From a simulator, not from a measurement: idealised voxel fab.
This is a process module. Its name is voxel ribs on slabs.
Square cells of 5 nm make up the cross-section cut, whose width is 260 nm.
For the purposes of this document, a cross-section shall be understood as a grid of square cells, specified as bands listed in top-to-bottom order, each band consisting of one or more rows of cells. It is stipulated that each band's entry specify, in nanometres, the height of the top of the band and then that of its bottom, followed by the materials of the band in left-to-right sequence, each together with its width in nanometres. A single material marked by the word "throughout" is understood to fill the band from edge to edge; the word "blank" is understood to denote empty space. It should be noted that heights are counted from 0, beneath which the wafer as supplied is of one material throughout, and that the lowest band possesses no lower boundary but continues downward, as written in "0 and below". The width entry "30..40" should be interpreted row by row: the top row of cells in the band takes the first number, the bottom row takes the second number, and the change between adjacent rows is uniform throughout. "no modification", as given for a step, is the statement that not any cell of the cross-section underwent a change during that step. You'll see "Sealed cavities" listing empty spaces that have no way open to the top, as long as they're 8 cells or more; the notation is width x height at distance, where the distance is from the left edge, and all of it is in nm. What comes after the settings on a step's line is commentary from the simulator itself on that step. overlay nm, on a step with a mask: how far to the right of its planned place the mask lay; to the left if negative.

THE FOLLOWING LIST GIVES THE PLANNED PROCESS STEPS
1,op RECEIVE | material Si
2,op DIRECTIONAL_DEP | material SiO2 | thk nm 20
3,op DIRECTIONAL_DEP | material polySi | thk nm 25
4,op MASKED_ETCH | tone cover | mask id RIB | width nm 15 | etch materials polySi | depth nm 20 | overlay nm 0
5,op PATTERN | tone cover | mask id SLAB | material resist | width nm 75 | thk nm 20 | overlay nm 0
6,op DIRECTIONAL_ETCH | etch materials polySi | depth nm 5
7,op STRIP | etch materials resist
8,op FILL_DEP | material SiO2 | thk nm 25
9,op CMP | height nm 65
10,op DIRECTIONAL_DEP | material W | thk nm 5
11,op MASKED_ETCH | tone cover | mask id HEATER | width nm 25 | etch materials W | depth nm 5 | overlay nm 0
12,op CONFORMAL_DEP | material SiN | thk nm 5

INCOMING WAFER IN CROSS-SECTION (STATE: AFTER STEP 1)
  0 and below | Si throughout
  Sealed cavities: none

STARTING WAFER: ABOVE. PLAN: ABOVE. RUN: ONE MISTAKE. CROSS-SECTION AFTER THE MODULE: BELOW
  70 down to 65 | blank: 115 / W: 25 / blank: 120
  65 down to 45 | SiO2 throughout
  45 down to 25 | SiO2: 120 / polySi: 15 / SiO2: 125
  25 down to 20 | SiO2: 90 / polySi: 75 / SiO2: 95
  20 down to 0 | SiO2 throughout
  0 and below | Si throughout
  Sealed cavities: none
Against the plan, the run slipped here: step 12 of the plan: omitted, not performed
